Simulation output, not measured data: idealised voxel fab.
process module | voxel spacer lines
cross-section cut | 205 nm wide | cells 5 nm
A cross-section is a grid of square cells, given in bands from the top down. A band is one or more rows of cells.
Each band's line starts with the height of the band's top and of its bottom, in nm. Then come its materials from left to right, each with its width in nm. One material with "throughout" fills the band from edge to edge. "air" is empty space.
Height 0 is the level under which the wafer as received is all one material. The lowest band goes on downwards, as in "0 down".
A width such as "30 to 40" changes by the same amount from each row of cells to the next, from the band's top row to its bottom row.
"no change" after a step means that no cell of the cross-section changed.
closed voids: empty space of 8 cells or more with no open way to the top, each as width x height at its distance from the left edge, in nm
after a step's settings: what the simulator itself notes on the step
overlay nm, on a step with a mask: how far to the right of its planned place the mask lay; to the left if negative
plan
1 op RECEIVE | material Si
2 op CONFORMAL_DEP | material Al2O3 | thk nm 10
3 op DIRECTIONAL_DEP | material SiN | thk nm 20
4 op DIRECTIONAL_DEP | material polySi | thk nm 20
5 op PATTERN | tone cover | mask id MANDREL | material resist | width nm 20 | pitch nm 70 | thk nm 30 | overlay nm -5
6 op DIRECTIONAL_ETCH | etch materials polySi | depth nm 20
7 op STRIP | etch materials resist
8 op CONFORMAL_DEP | material SiO2 | thk nm 15
9 op DIRECTIONAL_ETCH | etch materials SiO2 | depth nm 15
10 op STRIP | etch materials polySi
11 op DIRECTIONAL_ETCH | etch materials SiN | depth nm 20
12 op STRIP | etch materials SiO2
varied across the wafers: overlay nm of step 5. The plan shows the first wafer's value. All wafers start alike
first wafer as received, after step 1
  0 down: Si throughout
  closed voids: none
each wafer at the end: cells of each material gained (+) or lost (-) since it was received, then its closed voids
overlay nm -5 | +82 Al2O3 | +72 SiN | closed voids: none
overlay nm 0 | +82 Al2O3 | +72 SiN | closed voids: none
overlay nm 5 | +82 Al2O3 | +72 SiN | closed voids: none
overlay nm 10 | +82 Al2O3 | +72 SiN | closed voids: none
